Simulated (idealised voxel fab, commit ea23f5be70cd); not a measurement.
The document below concerns the process module designated voxel wiring stack.
The cross-section shown here is cut; it is 195 nm wide and divided into square cells measuring 5 nm on a side.
For the purposes of this document, a cross-section shall be understood as a grid of square cells, specified as bands listed in top-to-bottom order, each band consisting of one or more rows of cells. A band entry consists of two parts. The first gives the height of the band's top and the height of its bottom, in nm. The rest lists the band's materials from left to right, each with its width in nm. A single material labelled with the word "throughout" fills the band from edge to edge, and the word "air" marks empty space. Beneath 0, the wafer as received is one material, and that level is where height counting begins. The lowest band goes on downward without a bottom; it is written like "0 and below". Quick explanation for "30->40": the width changes in equal steps down the rows of cells, from the first number in the band's top row to the second number in its bottom row. No cell of the cross-section changed in a step that is given as "remains unaltered". "Non-vented voids": sealed empty spaces, 8 cells or more, no open way to top, listed width x height at distance, with distance from the left edge and width, height and distance in nm. Past the settings on a step's line: simulator remark, on that step. overlay nm: for a step with a mask, the amount by which the mask lay right of where it was planned; a negative amount means left of it. Pairs from here to the end. Each: cross-section before one process step, cross-section after it, the latter only as far down as the lowest band that changed. Under each: the step between, and its settings. Mind that the pairs may be taken from different runs of this module on the same starting wafer; whether a pair continues from the pair above depends on its entry headed "Pre-step section", and it does only where that entry says so.
Pre-step section:
> 0 and below | Si throughout
> Non-vented voids: none
State After Step:
> 15 down to 0 | SiO2 throughout
> Beneath the level 0, the cross-section is identical to its previous state.
> Non-vented voids: none
In between the cross-sections above, the run called for CONFORMAL_DEP,material SiO2,thk nm 15
Pre-step section: as in the pair right above, post-step view.
State After Step:
> 20 down to 15 | SiCN throughout
> Beneath the level 15, the cross-section is identical to its previous state.
> Non-vented voids: none
In between the cross-sections above, the run called for CONFORMAL_DEP,material SiCN,thk nm 5
Pre-step section: as in the pair right above, post-step view.
State After Step:
> 40 down to 20 | SiO2 throughout
> Beneath the level 20, the cross-section is identical to its previous state.
> Non-vented voids: none
In between the cross-sections above, the run called for DIRECTIONAL_DEP,material SiO2,thk nm 20
Pre-step section: as in the pair right above, post-step view.
State After Step:
> 40 down to 20 | 60 SiO2, then 30 air, then 15 SiO2, then 30 air, then 60 SiO2
> Beneath the level 20, the cross-section is identical to its previous state.
> Non-vented voids: none
In between the cross-sections above, the run called for MASKED_ETCH,tone open,mask id METAL_1,width nm 30,pitch nm 45,etch materials SiO2,depth nm 20,overlay nm 0
Pre-step section: as in the pair right above, post-step view.
State After Step:
> 40 down to 20 | 60 SiO2, then 30 air, then 15 SiO2, then 30 air, then 60 SiO2
> 20 down to 15 | 60 SiCN, then 30 air, then 15 SiCN, then 30 air, then 60 SiCN
> Beneath the level 15, the cross-section is identical to its previous state.
> Non-vented voids: none
In between the cross-sections above, the run called for MASKED_ETCH,tone open,mask id METAL_1,width nm 30,pitch nm 45,etch materials SiCN,depth nm 5,overlay nm 0
Pre-step section: as in the pair right above, post-step view.
State After Step:
> 45 down to 40 | 65 TiN, then 20 air, then 25 TiN, then 20 air, then 65 TiN
> 40 down to 20 | 60 SiO2, then 5 TiN, then 20 air, then 5 TiN, then 15 SiO2, then 5 TiN, then 20 air, then 5 TiN, then 60 SiO2
> 20 down to 15 | 60 SiCN, then 30 TiN, then 15 SiCN, then 30 TiN, then 60 SiCN
> Beneath the level 15, the cross-section is identical to its previous state.
> Non-vented voids: none
In between the cross-sections above, the run called for CONFORMAL_DEP,material TiN,thk nm 5
Pre-step section: as in the pair right above, post-step view.
State After Step:
> 55 down to 45 | W throughout
> 45 down to 40 | 65 TiN, then 20 W, then 25 TiN, then 20 W, then 65 TiN
> 40 down to 20 | 60 SiO2, then 5 TiN, then 20 W, then 5 TiN, then 15 SiO2, then 5 TiN, then 20 W, then 5 TiN, then 60 SiO2
> Beneath the level 20, the cross-section is identical to its previous state.
> Non-vented voids: none
In between the cross-sections above, the run called for FILL_DEP,material W,thk nm 10
Pre-step section: as in the pair right above, post-step view.
State After Step:
> 40 down to 20 | 60 SiO2, then 5 TiN, then 20 W, then 5 TiN, then 15 SiO2, then 5 TiN, then 20 W, then 5 TiN, then 60 SiO2
> Beneath the level 20, the cross-section is identical to its previous state.
> Non-vented voids: none
In between the cross-sections above, the run called for CMP,height nm 40
Pre-step section: as in the pair right above, post-step view.
State After Step:
> 45 down to 40 | SiCN throughout
> Beneath the level 40, the cross-section is identical to its previous state.
> Non-vented voids: none
In between the cross-sections above, the run called for CONFORMAL_DEP,material SiCN,thk nm 5
Pre-step section: as in the pair right above, post-step view.
State After Step:
> 60 down to 45 | SiO2 throughout
> Beneath the level 45, the cross-section is identical to its previous state.
> Non-vented voids: none
In between the cross-sections above, the run called for DIRECTIONAL_DEP,material SiO2,thk nm 15
Pre-step section: as in the pair right above, post-step view.
State After Step:
> 60 down to 45 | 60 SiO2, then 15 air, then 30 SiO2, then 15 air, then 75 SiO2
> Beneath the level 45, the cross-section is identical to its previous state.
> Non-vented voids: none
In between the cross-sections above, the run called for MASKED_ETCH,tone open,mask id PLUG_1,width nm 15,pitch nm 45,etch materials SiO2,depth nm 15,overlay nm 0
Pre-step section: as in the pair right above, post-step view.
State After Step:
> 60 down to 45 | 60 SiO2, then 15 air, then 30 SiO2, then 15 air, then 75 SiO2
> 45 down to 40 | 60 SiCN, then 15 air, then 30 SiCN, then 15 air, then 75 SiCN
> Beneath the level 40, the cross-section is identical to its previous state.
> Non-vented voids: none
In between the cross-sections above, the run called for MASKED_ETCH,tone open,mask id PLUG_1,width nm 15,pitch nm 45,etch materials SiCN,depth nm 5,overlay nm 0
Pre-step section: as in the pair right above, post-step view.
State After Step:
> 65 down to 60 | 65 TiN, then 5 air, then 40 TiN, then 5 air, then 80 TiN
> 60 down to 45 | 60 SiO2, then 5 TiN, then 5 air, then 5 TiN, then 30 SiO2, then 5 TiN, then 5 air, then 5 TiN, then 75 SiO2
> 45 down to 40 | 60 SiCN, then 15 TiN, then 30 SiCN, then 15 TiN, then 75 SiCN
> Beneath the level 40, the cross-section is identical to its previous state.
> Non-vented voids: none
In between the cross-sections above, the run called for CONFORMAL_DEP,material TiN,thk nm 5
Pre-step section: as in the pair right above, post-step view.
State After Step:
> 75 down to 65 | Cu throughout
> 65 down to 60 | 65 TiN, then 5 Cu, then 40 TiN, then 5 Cu, then 80 TiN
> 60 down to 45 | 60 SiO2, then 5 TiN, then 5 Cu, then 5 TiN, then 30 SiO2, then 5 TiN, then 5 Cu, then 5 TiN, then 75 SiO2
> Beneath the level 45, the cross-section is identical to its previous state.
> Non-vented voids: none
In between the cross-sections above, the run called for FILL_DEP,material Cu,thk nm 10
Pre-step section: as in the pair right above, post-step view.
State After Step:
> 60 down to 45 | 60 SiO2, then 5 TiN, then 5 Cu, then 5 TiN, then 30 SiO2, then 5 TiN, then 5 Cu, then 5 TiN, then 75 SiO2
> Beneath the level 45, the cross-section is identical to its previous state.
> Non-vented voids: none
In between the cross-sections above, the run called for CMP,height nm 60
Pre-step section: as in the pair right above, post-step view.
State After Step:
> 65 down to 60 | SiCN throughout
> Beneath the level 60, the cross-section is identical to its previous state.
> Non-vented voids: none
In between the cross-sections above, the run called for CONFORMAL_DEP,material SiCN,thk nm 5
Pre-step section: as in the pair right above, post-step view.
State After Step:
> 90 down to 65 | lowk throughout
> Beneath the level 65, the cross-section is identical to its previous state.
> Non-vented voids: none
In between the cross-sections above, the run called for DIRECTIONAL_DEP,material lowk,thk nm 25
Pre-step section: as in the pair right above, post-step view.
State After Step:
> 100 down to 90 | aC throughout
> Beneath the level 90, the cross-section is identical to its previous state.
> Non-vented voids: none
In between the cross-sections above, the run called for DIRECTIONAL_DEP,material aC,thk nm 10
Pre-step section: as in the pair right above, post-step view.
State After Step:
> 130 down to 100 | 60 resist, then 30 air, then 15 resist, then 30 air, then 60 resist
> Beneath the level 100, the cross-section is identical to its previous state.
> Non-vented voids: none
In between the cross-sections above, the run called for PATTERN,tone open,mask id METAL_2,material resist,width nm 30,pitch nm 45,thk nm 30,overlay nm 0
Pre-step section: as in the pair right above, post-step view.
State After Step:
> 120 down to 100 | 60 resist, then 30 air, then 15 resist, then 30 air, then 60 resist
> 100 down to 90 | 60 aC, then 30 air, then 15 aC, then 30 air, then 60 aC
> Beneath the level 90, the cross-section is identical to its previous state.
> Non-vented voids: none
In between the cross-sections above, the run called for DIRECTIONAL_ETCH,etch materials aC,depth nm 10
Pre-step section: as in the pair right above, post-step view.
State After Step:
> 100 down to 90 | 60 aC, then 30 air, then 15 aC, then 30 air, then 60 aC
> Beneath the level 90, the cross-section is identical to its previous state.
> Non-vented voids: none
In between the cross-sections above, the run called for STRIP,etch materials resist
Pre-step section: as in the pair right above, post-step view.
State After Step:
> 100 down to 90 | 60 aC, then 30 air, then 15 aC, then 30 air, then 60 aC
> 90 down to 65 | 60 lowk, then 30 air, then 15 lowk, then 30 air, then 60 lowk
> Beneath the level 65, the cross-section is identical to its previous state.
> Non-vented voids: none
In between the cross-sections above, the run called for DIRECTIONAL_ETCH,etch materials lowk,depth nm 25
Pre-step section: as in the pair right above, post-step view.
State After Step:
> 100 down to 90 | 60 aC, then 30 air, then 15 aC, then 30 air, then 60 aC
> 90 down to 65 | 60 lowk, then 30 air, then 15 lowk, then 30 air, then 60 lowk
> 65 down to 60 | 60 SiCN, then 30 air, then 15 SiCN, then 30 air, then 60 SiCN
> Beneath the level 60, the cross-section is identical to its previous state.
> Non-vented voids: none
In between the cross-sections above, the run called for DIRECTIONAL_ETCH,etch materials SiCN,depth nm 5
Pre-step section: as in the pair right above, post-step view.
State After Step:
> 90 down to 65 | 60 lowk, then 30 air, then 15 lowk, then 30 air, then 60 lowk
> Beneath the level 65, the cross-section is identical to its previous state.
> Non-vented voids: none
In between the cross-sections above, the run called for STRIP,etch materials aC
Pre-step section: as in the pair right above, post-step view.
State After Step:
> 95 down to 90 | 65 TiN, then 20 air, then 25 TiN, then 20 air, then 65 TiN
> 90 down to 65 | 60 lowk, then 5 TiN, then 20 air, then 5 TiN, then 15 lowk, then 5 TiN, then 20 air, then 5 TiN, then 60 lowk
> 65 down to 60 | 60 SiCN, then 30 TiN, then 15 SiCN, then 30 TiN, then 60 SiCN
> Beneath the level 60, the cross-section is identical to its previous state.
> Non-vented voids: none
In between the cross-sections above, the run called for CONFORMAL_DEP,material TiN,thk nm 5
Pre-step section: as in the pair right above, post-step view.
State After Step:
> 105 down to 95 | Ru throughout
> 95 down to 90 | 65 TiN, then 20 Ru, then 25 TiN, then 20 Ru, then 65 TiN
> 90 down to 65 | 60 lowk, then 5 TiN, then 20 Ru, then 5 TiN, then 15 lowk, then 5 TiN, then 20 Ru, then 5 TiN, then 60 lowk
> Beneath the level 65, the cross-section is identical to its previous state.
> Non-vented voids: none
In between the cross-sections above, the run called for FILL_DEP,material Ru,thk nm 10
Pre-step section: as in the pair right above, post-step view.
State After Step:
> 90 down to 65 | 60 lowk, then 5 TiN, then 20 Ru, then 5 TiN, then 15 lowk, then 5 TiN, then 20 Ru, then 5 TiN, then 60 lowk
> Beneath the level 65, the cross-section is identical to its previous state.
> Non-vented voids: none
In between the cross-sections above, the run called for CMP,height nm 90
Pre-step section: as in the pair right above, post-step view.
State After Step:
> 95 down to 90 | SiCN throughout
> Beneath the level 90, the cross-section is identical to its previous state.
> Non-vented voids: none
In between the cross-sections above, the run called for CONFORMAL_DEP,material SiCN,thk nm 5
Pre-step section:
> 55 down to 45 | W throughout
> 45 down to 40 | 65 TiN, then 20 W, then 25 TiN, then 20 W, then 65 TiN
> 40 down to 20 | 60 SiO2, then 5 TiN, then 20 W, then 5 TiN, then 15 SiO2, then 5 TiN, then 20 W, then 5 TiN, then 60 SiO2
> 20 down to 15 | 60 SiCN, then 30 TiN, then 15 SiCN, then 30 TiN, then 60 SiCN
> 15 down to 0 | SiO2 throughout
> 0 and below | Si throughout
> Non-vented voids: none
State After Step:
> 60 down to 55 | SiCN throughout
> Beneath the level 55, the cross-section is identical to its previous state.
> Non-vented voids: none
In between the cross-sections above, the run called for CONFORMAL_DEP,material SiCN,thk nm 5
Pre-step section: as in the pair right above, post-step view.
State After Step:
> 75 down to 60 | SiO2 throughout
> Beneath the level 60, the cross-section is identical to its previous state.
> Non-vented voids: none
In between the cross-sections above, the run called for DIRECTIONAL_DEP,material SiO2,thk nm 15
Pre-step section: as in the pair right above, post-step view.
State After Step:
> 75 down to 60 | 60 SiO2, then 15 air, then 30 SiO2, then 15 air, then 75 SiO2
> Beneath the level 60, the cross-section is identical to its previous state.
> Non-vented voids: none
In between the cross-sections above, the run called for MASKED_ETCH,tone open,mask id PLUG_1,width nm 15,pitch nm 45,etch materials SiO2,depth nm 15,overlay nm 0
Pre-step section: as in the pair right above, post-step view.
State After Step:
> 75 down to 60 | 60 SiO2, then 15 air, then 30 SiO2, then 15 air, then 75 SiO2
> 60 down to 55 | 60 SiCN, then 15 air, then 30 SiCN, then 15 air, then 75 SiCN
> Beneath the level 55, the cross-section is identical to its previous state.
> Non-vented voids: none
In between the cross-sections above, the run called for MASKED_ETCH,tone open,mask id PLUG_1,width nm 15,pitch nm 45,etch materials SiCN,depth nm 5,overlay nm 0
Pre-step section: as in the pair right above, post-step view.
State After Step:
> 80 down to 75 | 65 TiN, then 5 air, then 40 TiN, then 5 air, then 80 TiN
> 75 down to 60 | 60 SiO2, then 5 TiN, then 5 air, then 5 TiN, then 30 SiO2, then 5 TiN, then 5 air, then 5 TiN, then 75 SiO2
> 60 down to 55 | 60 SiCN, then 15 TiN, then 30 SiCN, then 15 TiN, then 75 SiCN
> Beneath the level 55, the cross-section is identical to its previous state.
> Non-vented voids: none
In between the cross-sections above, the run called for CONFORMAL_DEP,material TiN,thk nm 5
Pre-step section: as in the pair right above, post-step view.
State After Step:
> 90 down to 80 | Cu throughout
> 80 down to 75 | 65 TiN, then 5 Cu, then 40 TiN, then 5 Cu, then 80 TiN
> 75 down to 60 | 60 SiO2, then 5 TiN, then 5 Cu, then 5 TiN, then 30 SiO2, then 5 TiN, then 5 Cu, then 5 TiN, then 75 SiO2
> Beneath the level 60, the cross-section is identical to its previous state.
> Non-vented voids: none
In between the cross-sections above, the run called for FILL_DEP,material Cu,thk nm 10
Pre-step section: as in the pair right above, post-step view.
State After Step:
> 60 down to 55 | 60 SiCN, then 15 TiN, then 30 SiCN, then 15 TiN, then 75 SiCN
> Beneath the level 55, the cross-section is identical to its previous state.
> Non-vented voids: none
In between the cross-sections above, the run called for CMP,height nm 60
Pre-step section: as in the pair right above, post-step view.
State After Step:
> 65 down to 60 | SiCN throughout
> Beneath the level 60, the cross-section is identical to its previous state.
> Non-vented voids: none
In between the cross-sections above, the run called for CONFORMAL_DEP,material SiCN,thk nm 5
Pre-step section: as in the pair right above, post-step view.
State After Step:
> 90 down to 65 | lowk throughout
> Beneath the level 65, the cross-section is identical to its previous state.
> Non-vented voids: none
In between the cross-sections above, the run called for DIRECTIONAL_DEP,material lowk,thk nm 25
Pre-step section: as in the pair right above, post-step view.
State After Step:
> 100 down to 90 | aC throughout
> Beneath the level 90, the cross-section is identical to its previous state.
> Non-vented voids: none
In between the cross-sections above, the run called for DIRECTIONAL_DEP,material aC,thk nm 10
Pre-step section: as in the pair right above, post-step view.
State After Step:
> 130 down to 100 | 60 resist, then 30 air, then 15 resist, then 30 air, then 60 resist
> Beneath the level 100, the cross-section is identical to its previous state.
> Non-vented voids: none
In between the cross-sections above, the run called for PATTERN,tone open,mask id METAL_2,material resist,width nm 30,pitch nm 45,thk nm 30,overlay nm 0
Pre-step section: as in the pair right above, post-step view.
State After Step:
> 120 down to 100 | 60 resist, then 30 air, then 15 resist, then 30 air, then 60 resist
> 100 down to 90 | 60 aC, then 30 air, then 15 aC, then 30 air, then 60 aC
> Beneath the level 90, the cross-section is identical to its previous state.
> Non-vented voids: none
In between the cross-sections above, the run called for DIRECTIONAL_ETCH,etch materials aC,depth nm 10
Pre-step section: as in the pair right above, post-step view.
State After Step:
> 100 down to 90 | 60 aC, then 30 air, then 15 aC, then 30 air, then 60 aC
> Beneath the level 90, the cross-section is identical to its previous state.
> Non-vented voids: none
In between the cross-sections above, the run called for STRIP,etch materials resist
Pre-step section: as in the pair right above, post-step view.
State After Step:
> 100 down to 90 | 60 aC, then 30 air, then 15 aC, then 30 air, then 60 aC
> 90 down to 65 | 60 lowk, then 30 air, then 15 lowk, then 30 air, then 60 lowk
> Beneath the level 65, the cross-section is identical to its previous state.
> Non-vented voids: none
In between the cross-sections above, the run called for DIRECTIONAL_ETCH,etch materials lowk,depth nm 25
Pre-step section: as in the pair right above, post-step view.
State After Step:
> 100 down to 90 | 60 aC, then 30 air, then 15 aC, then 30 air, then 60 aC
> 90 down to 65 | 60 lowk, then 30 air, then 15 lowk, then 30 air, then 60 lowk
> 65 down to 60 | 60 SiCN, then 30 air, then 15 SiCN, then 30 air, then 60 SiCN
> Beneath the level 60, the cross-section is identical to its previous state.
> Non-vented voids: none
In between the cross-sections above, the run called for DIRECTIONAL_ETCH,etch materials SiCN,depth nm 5
Pre-step section: as in the pair right above, post-step view.
State After Step:
> 90 down to 65 | 60 lowk, then 30 air, then 15 lowk, then 30 air, then 60 lowk
> Beneath the level 65, the cross-section is identical to its previous state.
> Non-vented voids: none
In between the cross-sections above, the run called for STRIP,etch materials aC
Pre-step section: as in the pair right above, post-step view.
State After Step:
> 95 down to 90 | 65 TiN, then 20 air, then 25 TiN, then 20 air, then 65 TiN
> 90 down to 65 | 60 lowk, then 5 TiN, then 20 air, then 5 TiN, then 15 lowk, then 5 TiN, then 20 air, then 5 TiN, then 60 lowk
> 65 down to 55 | 60 SiCN, then 30->15 TiN, then 15->30 SiCN, then 30->15 TiN, then 60->75 SiCN
> Beneath the level 55, the cross-section is identical to its previous state.
> Non-vented voids: none
In between the cross-sections above, the run called for CONFORMAL_DEP,material TiN,thk nm 5
Pre-step section: as in the pair right above, post-step view.
State After Step:
> 105 down to 95 | Ru throughout
> 95 down to 90 | 65 TiN, then 20 Ru, then 25 TiN, then 20 Ru, then 65 TiN
> 90 down to 65 | 60 lowk, then 5 TiN, then 20 Ru, then 5 TiN, then 15 lowk, then 5 TiN, then 20 Ru, then 5 TiN, then 60 lowk
> Beneath the level 65, the cross-section is identical to its previous state.
> Non-vented voids: none
In between the cross-sections above, the run called for FILL_DEP,material Ru,thk nm 10
Pre-step section: as in the pair right above, post-step view.
State After Step:
> 90 down to 65 | 60 lowk, then 5 TiN, then 20 Ru, then 5 TiN, then 15 lowk, then 5 TiN, then 20 Ru, then 5 TiN, then 60 lowk
> Beneath the level 65, the cross-section is identical to its previous state.
> Non-vented voids: none
In between the cross-sections above, the run called for CMP,height nm 90
Pre-step section: as in the pair right above, post-step view.
State After Step:
> 95 down to 90 | SiCN throughout
> Beneath the level 90, the cross-section is identical to its previous state.
> Non-vented voids: none
In between the cross-sections above, the run called for CONFORMAL_DEP,material SiCN,thk nm 5
Pre-step section:
> 15 down to 0 | SiO2 throughout
> 0 and below | Si throughout
> Non-vented voids: none
State After Step:
> 30 down to 0 | SiO2 throughout
> Beneath the level 0, the cross-section is identical to its previous state.
> Non-vented voids: none
In between the cross-sections above, the run called for CONFORMAL_DEP,material SiO2,thk nm 15
Pre-step section: as in the pair right above, post-step view.
State After Step:
> 35 down to 30 | SiCN throughout
> Beneath the level 30, the cross-section is identical to its previous state.
> Non-vented voids: none
In between the cross-sections above, the run called for CONFORMAL_DEP,material SiCN,thk nm 5
Pre-step section: as in the pair right above, post-step view.
State After Step:
> 55 down to 35 | SiO2 throughout
> Beneath the level 35, the cross-section is identical to its previous state.
> Non-vented voids: none
In between the cross-sections above, the run called for DIRECTIONAL_DEP,material SiO2,thk nm 20
Pre-step section: as in the pair right above, post-step view.
State After Step:
> 55 down to 35 | 60 SiO2, then 30 air, then 15 SiO2, then 30 air, then 60 SiO2
> Beneath the level 35, the cross-section is identical to its previous state.
> Non-vented voids: none
In between the cross-sections above, the run called for MASKED_ETCH,tone open,mask id METAL_1,width nm 30,pitch nm 45,etch materials SiO2,depth nm 20,overlay nm 0
Pre-step section: as in the pair right above, post-step view.
State After Step:
> 55 down to 35 | 60 SiO2, then 30 air, then 15 SiO2, then 30 air, then 60 SiO2
> 35 down to 30 | 60 SiCN, then 30 air, then 15 SiCN, then 30 air, then 60 SiCN
> Beneath the level 30, the cross-section is identical to its previous state.
> Non-vented voids: none
In between the cross-sections above, the run called for MASKED_ETCH,tone open,mask id METAL_1,width nm 30,pitch nm 45,etch materials SiCN,depth nm 5,overlay nm 0
Pre-step section: as in the pair right above, post-step view.
State After Step:
> 60 down to 55 | 65 TiN, then 20 air, then 25 TiN, then 20 air, then 65 TiN
> 55 down to 35 | 60 SiO2, then 5 TiN, then 20 air, then 5 TiN, then 15 SiO2, then 5 TiN, then 20 air, then 5 TiN, then 60 SiO2
> 35 down to 30 | 60 SiCN, then 30 TiN, then 15 SiCN, then 30 TiN, then 60 SiCN
> Beneath the level 30, the cross-section is identical to its previous state.
> Non-vented voids: none
In between the cross-sections above, the run called for CONFORMAL_DEP,material TiN,thk nm 5
Pre-step section: as in the pair right above, post-step view.
State After Step:
> 70 down to 60 | W throughout
> 60 down to 55 | 65 TiN, then 20 W, then 25 TiN, then 20 W, then 65 TiN
> 55 down to 35 | 60 SiO2, then 5 TiN, then 20 W, then 5 TiN, then 15 SiO2, then 5 TiN, then 20 W, then 5 TiN, then 60 SiO2
> Beneath the level 35, the cross-section is identical to its previous state.
> Non-vented voids: none
In between the cross-sections above, the run called for FILL_DEP,material W,thk nm 10
Pre-step section: as in the pair right above, post-step view.
State After Step:
> 40 down to 35 | 60 SiO2, then 5 TiN, then 20 W, then 5 TiN, then 15 SiO2, then 5 TiN, then 20 W, then 5 TiN, then 60 SiO2
> Beneath the level 35, the cross-section is identical to its previous state.
> Non-vented voids: none
In between the cross-sections above, the run called for CMP,height nm 40
Pre-step section: as in the pair right above, post-step view.
State After Step:
> 45 down to 40 | SiCN throughout
> Beneath the level 40, the cross-section is identical to its previous state.
> Non-vented voids: none
In between the cross-sections above, the run called for CONFORMAL_DEP,material SiCN,thk nm 5
Pre-step section: as in the pair right above, post-step view.
State After Step:
> 60 down to 45 | SiO2 throughout
> Beneath the level 45, the cross-section is identical to its previous state.
> Non-vented voids: none
In between the cross-sections above, the run called for DIRECTIONAL_DEP,material SiO2,thk nm 15
Pre-step section: as in the pair right above, post-step view.
State After Step:
> 60 down to 45 | 60 SiO2, then 15 air, then 30 SiO2, then 15 air, then 75 SiO2
> Beneath the level 45, the cross-section is identical to its previous state.
> Non-vented voids: none
In between the cross-sections above, the run called for MASKED_ETCH,tone open,mask id PLUG_1,width nm 15,pitch nm 45,etch materials SiO2,depth nm 15,overlay nm 0
Pre-step section: as in the pair right above, post-step view.
State After Step:
> 60 down to 45 | 60 SiO2, then 15 air, then 30 SiO2, then 15 air, then 75 SiO2
> 45 down to 40 | 60 SiCN, then 15 air, then 30 SiCN, then 15 air, then 75 SiCN
> Beneath the level 40, the cross-section is identical to its previous state.
> Non-vented voids: none
In between the cross-sections above, the run called for MASKED_ETCH,tone open,mask id PLUG_1,width nm 15,pitch nm 45,etch materials SiCN,depth nm 5,overlay nm 0
Pre-step section: as in the pair right above, post-step view.
State After Step:
> 65 down to 60 | 65 TiN, then 5 air, then 40 TiN, then 5 air, then 80 TiN
> 60 down to 45 | 60 SiO2, then 5 TiN, then 5 air, then 5 TiN, then 30 SiO2, then 5 TiN, then 5 air, then 5 TiN, then 75 SiO2
> 45 down to 40 | 60 SiCN, then 15 TiN, then 30 SiCN, then 15 TiN, then 75 SiCN
> Beneath the level 40, the cross-section is identical to its previous state.
> Non-vented voids: none
In between the cross-sections above, the run called for CONFORMAL_DEP,material TiN,thk nm 5
Pre-step section: as in the pair right above, post-step view.
State After Step:
> 75 down to 65 | Cu throughout
> 65 down to 60 | 65 TiN, then 5 Cu, then 40 TiN, then 5 Cu, then 80 TiN
> 60 down to 45 | 60 SiO2, then 5 TiN, then 5 Cu, then 5 TiN, then 30 SiO2, then 5 TiN, then 5 Cu, then 5 TiN, then 75 SiO2
> Beneath the level 45, the cross-section is identical to its previous state.
> Non-vented voids: none
In between the cross-sections above, the run called for FILL_DEP,material Cu,thk nm 10
Pre-step section: as in the pair right above, post-step view.
State After Step:
> 60 down to 45 | 60 SiO2, then 5 TiN, then 5 Cu, then 5 TiN, then 30 SiO2, then 5 TiN, then 5 Cu, then 5 TiN, then 75 SiO2
> Beneath the level 45, the cross-section is identical to its previous state.
> Non-vented voids: none
In between the cross-sections above, the run called for CMP,height nm 60
Pre-step section: as in the pair right above, post-step view.
State After Step:
> 65 down to 60 | SiCN throughout
> Beneath the level 60, the cross-section is identical to its previous state.
> Non-vented voids: none
In between the cross-sections above, the run called for CONFORMAL_DEP,material SiCN,thk nm 5
Pre-step section: as in the pair right above, post-step view.
State After Step:
> 90 down to 65 | lowk throughout
> Beneath the level 65, the cross-section is identical to its previous state.
> Non-vented voids: none
In between the cross-sections above, the run called for DIRECTIONAL_DEP,material lowk,thk nm 25
Pre-step section: as in the pair right above, post-step view.
State After Step:
> 100 down to 90 | aC throughout
> Beneath the level 90, the cross-section is identical to its previous state.
> Non-vented voids: none
In between the cross-sections above, the run called for DIRECTIONAL_DEP,material aC,thk nm 10
Pre-step section: as in the pair right above, post-step view.
State After Step:
> 130 down to 100 | 60 resist, then 30 air, then 15 resist, then 30 air, then 60 resist
> Beneath the level 100, the cross-section is identical to its previous state.
> Non-vented voids: none
In between the cross-sections above, the run called for PATTERN,tone open,mask id METAL_2,material resist,width nm 30,pitch nm 45,thk nm 30,overlay nm 0
Pre-step section: as in the pair right above, post-step view.
State After Step:
> 120 down to 100 | 60 resist, then 30 air, then 15 resist, then 30 air, then 60 resist
> 100 down to 90 | 60 aC, then 30 air, then 15 aC, then 30 air, then 60 aC
> Beneath the level 90, the cross-section is identical to its previous state.
> Non-vented voids: none
In between the cross-sections above, the run called for DIRECTIONAL_ETCH,etch materials aC,depth nm 10
Pre-step section: as in the pair right above, post-step view.
State After Step:
> 100 down to 90 | 60 aC, then 30 air, then 15 aC, then 30 air, then 60 aC
> Beneath the level 90, the cross-section is identical to its previous state.
> Non-vented voids: none
In between the cross-sections above, the run called for STRIP,etch materials resist
Pre-step section: as in the pair right above, post-step view.
State After Step:
> 100 down to 90 | 60 aC, then 30 air, then 15 aC, then 30 air, then 60 aC
> 90 down to 65 | 60 lowk, then 30 air, then 15 lowk, then 30 air, then 60 lowk
> Beneath the level 65, the cross-section is identical to its previous state.
> Non-vented voids: none
In between the cross-sections above, the run called for DIRECTIONAL_ETCH,etch materials lowk,depth nm 25
Pre-step section: as in the pair right above, post-step view.
State After Step:
> 100 down to 90 | 60 aC, then 30 air, then 15 aC, then 30 air, then 60 aC
> 90 down to 65 | 60 lowk, then 30 air, then 15 lowk, then 30 air, then 60 lowk
> 65 down to 60 | 60 SiCN, then 30 air, then 15 SiCN, then 30 air, then 60 SiCN
> Beneath the level 60, the cross-section is identical to its previous state.
> Non-vented voids: none
In between the cross-sections above, the run called for DIRECTIONAL_ETCH,etch materials SiCN,depth nm 5
Pre-step section: as in the pair right above, post-step view.
State After Step:
> 90 down to 65 | 60 lowk, then 30 air, then 15 lowk, then 30 air, then 60 lowk
> Beneath the level 65, the cross-section is identical to its previous state.
> Non-vented voids: none
In between the cross-sections above, the run called for STRIP,etch materials aC
Pre-step section: as in the pair right above, post-step view.
State After Step:
> 95 down to 90 | 65 TiN, then 20 air, then 25 TiN, then 20 air, then 65 TiN
> 90 down to 65 | 60 lowk, then 5 TiN, then 20 air, then 5 TiN, then 15 lowk, then 5 TiN, then 20 air, then 5 TiN, then 60 lowk
> 65 down to 60 | 60 SiCN, then 30 TiN, then 15 SiCN, then 30 TiN, then 60 SiCN
> Beneath the level 60, the cross-section is identical to its previous state.
> Non-vented voids: none
In between the cross-sections above, the run called for CONFORMAL_DEP,material TiN,thk nm 5
Pre-step section: as in the pair right above, post-step view.
State After Step:
> 105 down to 95 | Ru throughout
> 95 down to 90 | 65 TiN, then 20 Ru, then 25 TiN, then 20 Ru, then 65 TiN
> 90 down to 65 | 60 lowk, then 5 TiN, then 20 Ru, then 5 TiN, then 15 lowk, then 5 TiN, then 20 Ru, then 5 TiN, then 60 lowk
> Beneath the level 65, the cross-section is identical to its previous state.
> Non-vented voids: none
In between the cross-sections above, the run called for FILL_DEP,material Ru,thk nm 10
Pre-step section: as in the pair right above, post-step view.
State After Step:
> 90 down to 65 | 60 lowk, then 5 TiN, then 20 Ru, then 5 TiN, then 15 lowk, then 5 TiN, then 20 Ru, then 5 TiN, then 60 lowk
> Beneath the level 65, the cross-section is identical to its previous state.
> Non-vented voids: none
In between the cross-sections above, the run called for CMP,height nm 90
Pre-step section: as in the pair right above, post-step view.
State After Step:
> 95 down to 90 | SiCN throughout
> Beneath the level 90, the cross-section is identical to its previous state.
> Non-vented voids: none
In between the cross-sections above, the run called for CONFORMAL_DEP,material SiCN,thk nm 5
Pre-step section:
> 0 and below | Si throughout
> Non-vented voids: none
State After Step:
> 5 down to 0 | SiCN throughout
> Beneath the level 0, the cross-section is identical to its previous state.
> Non-vented voids: none
In between the cross-sections above, the run called for CONFORMAL_DEP,material SiCN,thk nm 5
Pre-step section: as in the pair right above, post-step view.
State After Step:
> 20 down to 5 | SiO2 throughout
> Beneath the level 5, the cross-section is identical to its previous state.
> Non-vented voids: none
In between the cross-sections above, the run called for CONFORMAL_DEP,material SiO2,thk nm 15
Pre-step section: as in the pair right above, post-step view.
State After Step:
> 40 down to 5 | SiO2 throughout
> Beneath the level 5, the cross-section is identical to its previous state.
> Non-vented voids: none
In between the cross-sections above, the run called for DIRECTIONAL_DEP,material SiO2,thk nm 20
Pre-step section: as in the pair right above, post-step view.
State After Step:
> 40 down to 20 | 60 SiO2, then 30 air, then 15 SiO2, then 30 air, then 60 SiO2
> Beneath the level 20, the cross-section is identical to its previous state.
> Non-vented voids: none
In between the cross-sections above, the run called for MASKED_ETCH,tone open,mask id METAL_1,width nm 30,pitch nm 45,etch materials SiO2,depth nm 20,overlay nm 0
